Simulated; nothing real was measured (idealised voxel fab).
A process module follows: voxel gate over fins.
It is cross-section cut that appears here, measuring 260 nm in width, its square cells being 5 nm in size.
Think of the cross-section as a grid of square cells. We describe it in bands, top to bottom, and each band covers one or more rows of those cells.
The band entry comprises the height of the band's top followed by the height of its bottom, expressed in nm, and subsequently the band's materials from left to right, each stated together with its width in nm. Where a single material is marked with the word "all across", that material fills the band from edge to edge. The word "empty" represents empty space.
For the purposes of this specification, 0 denotes the height below which the wafer in its as-received condition is composed wholly of one material, and the lowermost band, lacking a lower limit, extends downward without end, as expressed in "0 and below".
A width such as "30->40" changes by the same amount from each row of cells to the next, from the band's top row to its bottom row.
Basically "nothing changed" means that step didn't change any cell in the cross-section.
Under "Tabulated closed voids" you'll find the enclosed gaps, the ones with no way out to the top, that are 8 cells or bigger; each reads width x height at distance, with distance counted from the left edge, everything in nm.
The remark found on a step's line after its settings is issued by the simulator itself and pertains to that step.
overlay nm: right-of-plan distance of the mask on a masked step; negative values mean left-of-plan.

## The planned process steps are enumerated hereunder
1,RECEIVE [material Si]
2,CONFORMAL_DEP [material SiN] [thk nm 5]
3,MASKED_ETCH [tone cover] [mask id FINS] [width nm 15] [pitch nm 50] [etch materials SiN] [depth nm 5] [overlay nm 0]
4,MASKED_ETCH [tone cover] [mask id FINS] [width nm 15] [pitch nm 50] [etch materials Si] [depth nm 35] [overlay nm 0]
5,OXIDIZE [depth nm 5]
6,FILL_DEP [material SiO2] [thk nm 15]
7,CMP [height nm 5]
8,MASKED_ETCH [tone open] [mask id RAIL] [width nm 15] [etch materials SiO2] [depth nm 35] [overlay nm 0]
9,CONFORMAL_DEP [material TiN] [thk nm 5]
10,FILL_DEP [material Ru] [thk nm 5]
11,CMP [height nm 5]
12,SELECTIVE_ETCH [etch materials W Ru TiN] [depth nm 20]
13,FILL_DEP [material SiO2] [thk nm 5]
14,CMP [height nm 5]
15,SELECTIVE_ETCH [etch materials SiO2] [depth nm 15]
16,STRIP [etch materials SiN]
17,CONFORMAL_DEP [material HfO2] [thk nm 5]
18,CONFORMAL_DEP [material TiN] [thk nm 5]
19,CONFORMAL_DEP [material TiAl] [thk nm 5]
20,CONFORMAL_DEP [material TiN] [thk nm 5]
21,FILL_DEP [material W] [thk nm 10]
22,CMP [height nm 25]
23,CONFORMAL_DEP [material SiCN] [thk nm 5]

## As received (post step 1): cross-section
  0 and below = Si all across
  Tabulated closed voids: none

## End-of-module XS, first of two wafers, run as planned
  30 down to 25 = SiCN all across
  25 down to 20 = W all across
  20 down to 15 = W=30  TiN=45  W=5  TiN=45  W=5  TiN=45  W=5  TiN=45  W=35
  15 down to 10 = W=30  TiN=5  TiAl=35  TiN=5  W=5  TiN=5  TiAl=35  TiN=5  W=5  TiN=5  TiAl=35  TiN=5  W=5  TiN=5  TiAl=35  TiN=5  W=35
  10 down to 5 = TiN=35  TiAl=5  TiN=25  TiAl=5  TiN=15  TiAl=5  TiN=25  TiAl=5  TiN=15  TiAl=5  TiN=25  TiAl=5  TiN=15  TiAl=5  TiN=25  TiAl=5  TiN=40
  5 down to 0 = TiAl=40  TiN=5  HfO2=15  TiN=5  TiAl=25  TiN=5  HfO2=15  TiN=5  TiAl=25  TiN=5  HfO2=15  TiN=5  TiAl=25  TiN=5  HfO2=15  TiN=5  TiAl=45
  0 down to -5 = TiN=45  HfO2=5  Si=5  HfO2=5  TiN=35  HfO2=5  Si=5  HfO2=5  TiN=35  HfO2=5  Si=5  HfO2=5  TiN=35  HfO2=5  Si=5  HfO2=5  TiN=50
  -5 down to -10 = HfO2=50  Si=5  HfO2=45  Si=5  HfO2=45  Si=5  HfO2=45  Si=5  HfO2=55
  -10 down to -15 = SiO2=50  Si=5  SiO2=45  Si=5  SiO2=45  Si=5  SiO2=45  Si=5  SiO2=55
  -15 down to -25 = SiO2=50  Si=5  SiO2=15  TiN=5  Ru=5  TiN=5  SiO2=15  Si=5  SiO2=45  Si=5  SiO2=45  Si=5  SiO2=55
  -25 down to -30 = SiO2=50  Si=5  SiO2=15  TiN=15  SiO2=15  Si=5  SiO2=45  Si=5  SiO2=45  Si=5  SiO2=55
  -30 down to -40 = SiO2=50  Si=5  SiO2=45  Si=5  SiO2=45  Si=5  SiO2=45  Si=5  SiO2=55
  -40 and below = Si all across
  Tabulated closed voids: none

## Wafer two cross-section, module end. Start and plan unchanged from wafer one; one mistake made during the run
  30 down to 25 = SiCN all across
  25 down to 20 = W all across
  20 down to 15 = W=30  TiN=45  W=5  TiN=45  W=5  TiN=45  W=5  TiN=45  W=35
  15 down to 10 = W=30  TiN=5  TiAl=35  TiN=5  W=5  TiN=5  TiAl=35  TiN=5  W=5  TiN=5  TiAl=35  TiN=5  W=5  TiN=5  TiAl=35  TiN=5  W=35
  10 down to 5 = TiN=35  TiAl=5  HfO2=25  TiAl=5  TiN=15  TiAl=5  HfO2=25  TiAl=5  TiN=15  TiAl=5  HfO2=25  TiAl=5  TiN=15  TiAl=5  HfO2=25  TiAl=5  TiN=40
  5 down to 0 = TiAl=40  HfO2=5  TiN=15  HfO2=5  TiAl=25  HfO2=5  TiN=15  HfO2=5  TiAl=25  HfO2=5  TiN=15  HfO2=5  TiAl=25  HfO2=5  TiN=15  HfO2=5  TiAl=45
  0 down to -5 = HfO2=45  TiN=5  Si=5  TiN=5  HfO2=35  TiN=5  Si=5  TiN=5  HfO2=35  TiN=5  Si=5  TiN=5  HfO2=35  TiN=5  Si=5  TiN=5  HfO2=50
  -5 down to -10 = TiN=50  Si=5  TiN=45  Si=5  TiN=45  Si=5  TiN=45  Si=5  TiN=55
  -10 down to -15 = SiO2=50  Si=5  SiO2=45  Si=5  SiO2=45  Si=5  SiO2=45  Si=5  SiO2=55
  -15 down to -25 = SiO2=50  Si=5  SiO2=15  TiN=5  Ru=5  TiN=5  SiO2=15  Si=5  SiO2=45  Si=5  SiO2=45  Si=5  SiO2=55
  -25 down to -30 = SiO2=50  Si=5  SiO2=15  TiN=15  SiO2=15  Si=5  SiO2=45  Si=5  SiO2=45  Si=5  SiO2=55
  -30 down to -40 = SiO2=50  Si=5  SiO2=45  Si=5  SiO2=45  Si=5  SiO2=45  Si=5  SiO2=55
  -40 and below = Si all across
  Tabulated closed voids: none
Deviation from plan: steps 17 and 18 were swapped
Matching per-material cell counts, mismatched positions: that is how the second wafer compares with the first at the end.
